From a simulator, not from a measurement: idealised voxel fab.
process module | voxel wiring stack
cross-section cut | 180 nm wide | cells 5 nm
A cross-section is a grid of square cells, given in bands from the top down. A band is one or more rows of cells.
Each band's line starts with the height of the band's top and of its bottom, in nm. Then come its materials from left to right, each with its width in nm. One material with "throughout" fills the band from edge to edge. "air" is empty space.
Height 0 is the level under which the wafer as received is all one material. The lowest band goes on downwards, as in "0 down".
A width such as "30 to 40" changes by the same amount from each row of cells to the next, from the band's top row to its bottom row.
"no change" after a step means that no cell of the cross-section changed.
closed voids: empty space of 8 cells or more with no open way to the top, each as width x height at its distance from the left edge, in nm
after a step's settings: what the simulator itself notes on the step
overlay nm, on a step with a mask: how far to the right of its planned place the mask lay; to the left if negative
plan
1 op RECEIVE | material Si
2 op CONFORMAL_DEP | material SiO2 | thk nm 10
3 op DIRECTIONAL_DEP | material TiN | thk nm 5
4 op DIRECTIONAL_DEP | material W | thk nm 20
5 op MASKED_ETCH | tone cover | mask id METAL_1 | width nm 25 | pitch nm 45 | etch materials W | depth nm 20 | overlay nm 0
6 op MASKED_ETCH | tone cover | mask id METAL_1 | width nm 25 | pitch nm 45 | etch materials TiN | depth nm 5 | overlay nm 0
7 op FILL_DEP | material SiO2 | thk nm 5
8 op CMP | height nm 35
9 op CONFORMAL_DEP | material SiCN | thk nm 5
10 op DIRECTIONAL_DEP | material lowk | thk nm 25
11 op DIRECTIONAL_DEP | material aC | thk nm 15
12 op PATTERN | tone open | mask id METAL_2_HOLES | material resist | width nm 15 | pitch nm 45 | thk nm 30 | overlay nm 0
13 op DIRECTIONAL_ETCH | etch materials aC | depth nm 15
14 op STRIP | etch materials resist
15 op DIRECTIONAL_ETCH | etch materials lowk | depth nm 25
16 op STRIP | etch materials aC
17 op PATTERN | tone open | mask id METAL_2 | material resist | width nm 25 | pitch nm 45 | thk nm 15 | overlay nm 0
18 op DIRECTIONAL_ETCH | etch materials lowk | depth nm 15
19 op DIRECTIONAL_ETCH | etch materials SiCN | depth nm 5
20 op STRIP | etch materials resist
21 op CONFORMAL_DEP | material TiN | thk nm 5
22 op FILL_DEP | material Cu | thk nm 10
23 op CMP | height nm 65
24 op CONFORMAL_DEP | material SiCN | thk nm 5
25 op DIRECTIONAL_DEP | material SiO2 | thk nm 25
26 op MASKED_ETCH | tone open | mask id METAL_3_HOLES | width nm 15 | pitch nm 45 | etch materials SiO2 | depth nm 25 | overlay nm 0
27 op DIRECTIONAL_DEP | material aC | thk nm 15
28 op PATTERN | tone open | mask id METAL_3 | material resist | width nm 25 | pitch nm 45 | thk nm 30 | overlay nm 0
29 op DIRECTIONAL_ETCH | etch materials aC | depth nm 15
30 op STRIP | etch materials resist
31 op DIRECTIONAL_ETCH | etch materials SiO2 | depth nm 15
32 op DIRECTIONAL_ETCH | etch materials SiCN | depth nm 5
33 op STRIP | etch materials aC
34 op CONFORMAL_DEP | material TiN | thk nm 5
35 op FILL_DEP | material Cu | thk nm 5
36 op CMP | height nm 95
37 op CONFORMAL_DEP | material SiCN | thk nm 5
varied across the wafers: width nm of step 26. The plan shows the first wafer's value. All wafers start alike
first wafer as received, after step 1
  0 down: Si throughout
  closed voids: none
each wafer at the end: cells of each material gained (+) or lost (-) since it was received, then its closed voids
width nm 15 | +36 Cu | +96 SiCN | +340 SiO2 | +70 TiN | +40 W | +138 lowk | closed voids: none
width nm 20 | +42 Cu | +94 SiCN | +336 SiO2 | +70 TiN | +40 W | +138 lowk | closed voids: none
width nm 25 | +50 Cu | +94 SiCN | +326 SiO2 | +72 TiN | +40 W | +138 lowk | closed voids: none
width nm 30 | +56 Cu | +92 SiCN | +322 SiO2 | +72 TiN | +40 W | +138 lowk | closed voids: none
